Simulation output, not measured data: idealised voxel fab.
The process module that follows is named voxel transistor to metal.
Shown is cross-section cut, with a width of 150 nm and square cells of size 5 nm.
If you're reading a cross-section in this doc, picture square cells in a grid; it comes to you as bands, top ones listed first down to the bottom, and a band can be one or more rows of cells. First you get the band's top height and its bottom height, in nm, and then the materials it's made of, left to right, with each width in nm. If you see a single material with "full width", that one covers the band edge to edge. "empty" is empty space. Note: height 0 marks the level under which the wafer is uniformly one material as received. Lowest band unbounded below, written "from 0 down". Read "30->40" as a graded width: first number on top, second number at the bottom, same change between each pair of neighbouring rows. The cross-section has no changed cell in any step marked "no change occurred". So "Fully enclosed voids" is basically the list of trapped voids: any empty space of 8 cells or more that can't reach the top through an opening. They're written width x height at distance, the distance being from the left edge, and it's all nm. On a step's line, text after the settings is the simulator commenting on that step. "overlay nm" on a masked step: distance the mask lay right of its planned place, negative for left.
List of planned process steps
1. RECEIVE (material Si)
2. CONFORMAL_DEP (material SiO2; thk nm 5)
3. CONFORMAL_DEP (material SiN; thk nm 15)
4. MASKED_ETCH (tone cover; mask id ACTIVE; width nm 105; etch materials SiN; depth nm 15; overlay nm 0)
5. MASKED_ETCH (tone cover; mask id ACTIVE; width nm 105; etch materials SiO2; depth nm 5; overlay nm 0)
6. MASKED_ETCH (tone cover; mask id ACTIVE; width nm 105; etch materials Si; depth nm 30; overlay nm 0)
7. FILL_DEP (material SiO2; thk nm 10)
8. CMP (height nm 20)
9. SELECTIVE_ETCH (etch materials SiO2; depth nm 10)
10. STRIP (etch materials SiN)
11. SELECTIVE_ETCH (etch materials SiO2; depth nm 5)
12. OXIDIZE (depth nm 5)
13. DIRECTIONAL_DEP (material polySi; thk nm 20)
14. DIRECTIONAL_DEP (material SiCN; thk nm 10)
15. MASKED_ETCH (tone cover; mask id GATE; width nm 25; etch materials SiCN; depth nm 20; overlay nm 0)
16. MASKED_ETCH (tone cover; mask id GATE; width nm 25; etch materials polySi; depth nm 30; overlay nm 0)
17. CONFORMAL_DEP (material SiN; thk nm 5)
18. DIRECTIONAL_ETCH (etch materials SiN; depth nm 5)
19. DIRECTIONAL_ETCH (etch materials SiO2; depth nm 5)
20. EPI (material nSi; thk nm 5)
21. FILL_DEP (material SiO2; thk nm 10)
22. CMP (height nm 30)
23. DIRECTIONAL_DEP (material SiO2; thk nm 10)
24. MASKED_ETCH (tone open; mask id CONTACT; width nm 15; pitch nm 80; etch materials SiO2; depth nm 40; overlay nm 0)
25. CONFORMAL_DEP (material TiN; thk nm 5)
26. FILL_DEP (material W; thk nm 10)
27. CMP (height nm 40)
28. CONFORMAL_DEP (material SiCN; thk nm 5)
29. DIRECTIONAL_DEP (material SiO2; thk nm 15)
30. MASKED_ETCH (tone open; mask id METAL_1; width nm 15; pitch nm 80; etch materials SiO2; depth nm 15; overlay nm 0)
31. MASKED_ETCH (tone open; mask id METAL_1; width nm 15; pitch nm 80; etch materials SiCN; depth nm 5; overlay nm 0)
32. CONFORMAL_DEP (material TiN; thk nm 5)
33. FILL_DEP (material Cu; thk nm 10)
34. CMP (height nm 60)
35. CONFORMAL_DEP (material SiCN; thk nm 5)
36. DIRECTIONAL_DEP (material SiO2; thk nm 25)
37. MASKED_ETCH (tone open; mask id METAL_2; width nm 15; pitch nm 80; etch materials SiO2; depth nm 15; overlay nm 0)
38. MASKED_ETCH (tone open; mask id METAL_2_HOLES; width nm 15; pitch nm 80; etch materials SiO2; depth nm 10; overlay nm 0)
39. MASKED_ETCH (tone open; mask id METAL_2_HOLES; width nm 15; pitch nm 80; etch materials SiCN; depth nm 5; overlay nm 0)
40. CONFORMAL_DEP (material TiN; thk nm 5)
41. FILL_DEP (material Ru; thk nm 10)
42. CMP (height nm 90)
43. CONFORMAL_DEP (material SiN; thk nm 5)
Delivered wafer in cross-section: state after step 1
from 0 down = Si full width
Fully enclosed voids: none
A wafer at the end: this start, this plan, one mistake
from 95 to 90 = SiN full width
from 90 to 85 = Ru full width
from 85 to 80 = Ru 20 | TiN 25 | Ru 55 | TiN 25 | Ru 25
from 80 to 75 = TiN 25 | SiO2 15 | TiN 65 | SiO2 15 | TiN 30
from 75 to 65 = SiO2 full width
from 65 to 60 = SiCN full width
from 60 to 45 = SiO2 25 | TiN 5 | Cu 5 | TiN 5 | SiO2 65 | TiN 5 | Cu 5 | TiN 5 | SiO2 30
from 45 to 40 = SiCN 25 | TiN 15 | SiCN 65 | TiN 15 | SiCN 30
from 40 to 30 = SiO2 25 | TiN 5 | W 5 | TiN 5 | SiO2 65 | TiN 5 | W 5 | TiN 5 | SiO2 30
from 30 to 20 = SiO2 25 | TiN 5 | W 5 | TiN 5 | SiO2 15 | SiN 5 | SiCN 25 | SiN 5 | SiO2 15 | TiN 5 | W 5 | TiN 5 | SiO2 30
from 20 to 5 = SiO2 25 | TiN 5 | W 5 | TiN 5 | SiO2 15 | SiN 5 | polySi 25 | SiN 5 | SiO2 15 | TiN 5 | W 5 | TiN 5 | SiO2 30
from 5 to 0 = SiO2 15 | SiN 5 | SiO2 5 | TiN 15 | SiO2 15 | SiN 5 | polySi 25 | SiN 5 | SiO2 15 | TiN 15 | SiO2 5 | SiN 5 | SiO2 20
from 0 to -5 = SiO2 20 | nSi 35 | SiO2 35 | nSi 35 | SiO2 25
from -5 to -30 = SiO2 20 | Si 105 | SiO2 25
from -30 down = Si full width
Fully enclosed voids: none
What broke from the plan during processing? step 37 was not run as planned; what actually ran was MASKED_ETCH (tone cover; mask id METAL_2; width nm 15; pitch nm 80; etch materials SiO2; depth nm 15; overlay nm 0)
